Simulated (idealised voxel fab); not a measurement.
Proc. module: voxel wiring stack
For reference, the cross-section in this document is cut, with width 280 nm and square cells of 5 nm.
Square cells in a grid make up a cross-section in this document, and the grid is given as bands, listed from the top down, each one or more rows of cells.
Quick guide to a band line: top height, bottom height (nm) up front; then every material left to right with its width in nm. Only one material and it's marked "everywhere"? Then it fills the band edge to edge. And "blank" just means empty space.
Measure heights from 0. That's the level where, below it, the as-received wafer is all one material. The lowest band is bottomless and extends downward; write it as in "0..down".
A two-number width, for instance "30 to 40", indicates that the width is equal to the first number in the top row of the band and to the second number in the bottom row, and that it changes by a constant amount per row of cells.
When a step is marked "remains unaltered", none of the cells in the cross-section changed during that step.
Heads up: "Enclosed void listing" only lists the empty pockets with no open path to the top that are 8 cells or more, and it writes them as width x height at distance, distance from the left edge, in nm.
Post-settings text on a step line: simulator's own remark regarding the step.
overlay nm: mask offset rightward from planned place, masked step; negative means leftward offset.

Intended process steps
1) RECEIVE: material Si
2) CONFORMAL_DEP: material SiO2, thk nm 15
3) CONFORMAL_DEP: material SiN, thk nm 5
4) DIRECTIONAL_DEP: material lowk, thk nm 20
5) DIRECTIONAL_DEP: material aC, thk nm 10
6) PATTERN: tone open, mask id METAL_1, material resist, width nm 25, pitch nm 45, thk nm 25, overlay nm 0
7) DIRECTIONAL_ETCH: etch materials aC, depth nm 10
8) STRIP: etch materials resist
9) DIRECTIONAL_ETCH: etch materials lowk, depth nm 20
10) DIRECTIONAL_ETCH: etch materials SiN, depth nm 5
11) STRIP: etch materials aC
12) CONFORMAL_DEP: material TiN, thk nm 5
13) FILL_DEP: material Ru, thk nm 5
14) CMP: height nm 40
15) CONFORMAL_DEP: material SiCN, thk nm 5
16) DIRECTIONAL_DEP: material lowk, thk nm 10
17) MASKED_ETCH: tone open, mask id PLUG_1, width nm 15, pitch nm 45, etch materials lowk, depth nm 10, overlay nm 0
18) MASKED_ETCH: tone open, mask id PLUG_1, width nm 15, pitch nm 45, etch materials SiCN, depth nm 5, overlay nm 0
19) EPI: material Ru, thk nm 10
20) EPI: material Ru, thk nm 5
21) CONFORMAL_DEP: material SiN, thk nm 5
22) DIRECTIONAL_DEP: material SiO2, thk nm 15
23) PATTERN: tone open, mask id METAL_2, material resist, width nm 25, pitch nm 45, thk nm 20, overlay nm 0
24) DIRECTIONAL_ETCH: etch materials SiO2, depth nm 15
25) DIRECTIONAL_ETCH: etch materials SiN, depth nm 5
26) STRIP: etch materials resist
27) CONFORMAL_DEP: material TiN, thk nm 5
28) FILL_DEP: material Cu, thk nm 5
29) CMP: height nm 75
30) CONFORMAL_DEP: material SiN, thk nm 5

So this is the incoming wafer in cross-section - it's already been through step 1
- 0..down | Si everywhere
- Enclosed void listing: none

Final wafer profile in cross-section after the module, from the same start and plan as above, with one mistake made during processing
- 80..75 | SiN everywhere
- 75..70 | 60 nm Cu, then 5 nm TiN, then 15 nm SiO2, then 5 nm TiN, then 15 nm Cu, then 5 nm TiN, then 20 nm SiO2, then 5 nm TiN, then 15 nm Cu, then 5 nm TiN, then 20 nm SiO2, then 5 nm TiN, then 15 nm Cu, then 5 nm TiN, then 5 nm SiO2, then 5 nm TiN, then 75 nm Cu
- 70..65 | 65 nm TiN, then 15 nm SiO2, then 5 nm TiN, then 15 nm Cu, then 5 nm TiN, then 20 nm SiO2, then 5 nm TiN, then 15 nm Cu, then 5 nm TiN, then 20 nm SiO2, then 5 nm TiN, then 15 nm Cu, then 5 nm TiN, then 5 nm SiO2, then 80 nm TiN
- 65..60 | 80 nm SiO2, then 5 nm TiN, then 15 nm Cu, then 5 nm TiN, then 20 nm SiO2, then 5 nm TiN, then 15 nm Cu, then 5 nm TiN, then 20 nm SiO2, then 5 nm TiN, then 15 nm Cu, then 5 nm TiN, then 85 nm SiO2
- 60..55 | 65 nm SiO2, then 15 nm SiN, then 25 nm TiN, then 20 nm SiN, then 25 nm TiN, then 20 nm SiN, then 25 nm TiN, then 5 nm SiN, then 80 nm SiO2
- 55..50 | 65 nm SiO2, then 5 nm SiN, then 35 nm Ru, then 10 nm SiN, then 35 nm Ru, then 10 nm SiN, then 35 nm Ru, then 5 nm SiN, then 80 nm SiO2
- 50..45 | 70 nm SiN, then 35 nm Ru, then 10 nm SiN, then 35 nm Ru, then 10 nm SiN, then 35 nm Ru, then 85 nm SiN
- 45..40 | 80 nm SiCN, then 15 nm Ru, then 30 nm SiCN, then 15 nm Ru, then 30 nm SiCN, then 15 nm Ru, then 95 nm SiCN
- 40..20 | 80 nm lowk, then 5 nm TiN, then 15 nm Ru, then 5 nm TiN, then 20 nm lowk, then 5 nm TiN, then 15 nm Ru, then 5 nm TiN, then 20 nm lowk, then 5 nm TiN, then 15 nm Ru, then 5 nm TiN, then 85 nm lowk
- 20..15 | 80 nm SiN, then 25 nm TiN, then 20 nm SiN, then 25 nm TiN, then 20 nm SiN, then 25 nm TiN, then 85 nm SiN
- 15..0 | SiO2 everywhere
- 0..down | Si everywhere
- Enclosed void listing: none
Nonconformance to the process plan: step 16 of the plan got skipped, so it never ran
